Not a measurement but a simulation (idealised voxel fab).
process module | voxel ribs on slabs
cross-section cut | 260 nm wide | cells 5 nm
A cross-section is a grid of square cells, given in bands from the top down. A band is one or more rows of cells.
Each band's line starts with the height of the band's top and of its bottom, in nm. Then come its materials from left to right, each with its width in nm. One material with "throughout" fills the band from edge to edge. "air" is empty space.
Height 0 is the level under which the wafer as received is all one material. The lowest band goes on downwards, as in "0 down".
A width such as "30 to 40" changes by the same amount from each row of cells to the next, from the band's top row to its bottom row.
"no change" after a step means that no cell of the cross-section changed.
closed voids: empty space of 8 cells or more with no open way to the top, each as width x height at its distance from the left edge, in nm
after a step's settings: what the simulator itself notes on the step
overlay nm, on a step with a mask: how far to the right of its planned place the mask lay; to the left if negative
plan
1 op RECEIVE | material Si
2 op DIRECTIONAL_DEP | material SiO2 | thk nm 25
3 op DIRECTIONAL_DEP | material SiN | thk nm 20
4 op MASKED_ETCH | tone cover | mask id RIB | width nm 30 | etch materials SiN | depth nm 5 | overlay nm 0
5 op DIRECTIONAL_DEP | material aC | thk nm 10
6 op PATTERN | tone cover | mask id SLAB | material resist | width nm 80 | thk nm 25 | overlay nm 0
7 op DIRECTIONAL_ETCH | etch materials aC | depth nm 10
8 op STRIP | etch materials resist
9 op DIRECTIONAL_ETCH | etch materials SiN | depth nm 15
10 op STRIP | etch materials aC
11 op FILL_DEP | material SiO2 | thk nm 20
12 op CMP | height nm 55
13 op DIRECTIONAL_DEP | material W | thk nm 10
14 op MASKED_ETCH | tone cover | mask id HEATER | width nm 40 | etch materials W | depth nm 10 | overlay nm 0
15 op CONFORMAL_DEP | material SiN | thk nm 5
as received, after step 1
  0 down: Si throughout
  closed voids: none
first wafer at the end, as planned
  70 to 65: air 105 | SiN 50 | air 105
  65 to 60: air 105 | SiN 5 | W 40 | SiN 5 | air 105
  60 to 55: SiN 110 | W 40 | SiN 110
  55 to 45: SiO2 throughout
  45 to 40: SiO2 115 | SiN 30 | SiO2 115
  40 to 25: SiO2 90 | SiN 80 | SiO2 90
  25 to 0: SiO2 throughout
  0 down: Si throughout
  closed voids: none
second wafer at the end: like start, like plan, one mistake
  70 to 65: air 105 | SiN 55 | air 100
  65 to 60: air 105 | SiN 5 | W 45 | SiN 5 | air 100
  60 to 55: SiN 110 | W 45 | SiN 105
  55 to 45: SiO2 throughout
  45 to 40: SiO2 115 | SiN 30 | SiO2 115
  40 to 25: SiO2 90 | SiN 80 | SiO2 90
  25 to 0: SiO2 throughout
  0 down: Si throughout
  closed voids: none
what went wrong: step 14 ran as: op MASKED_ETCH | tone cover | mask id HEATER | width nm 45 | etch materials W | depth nm 10 | overlay nm 0
at the end the second wafer has, in cells: 2 more of W
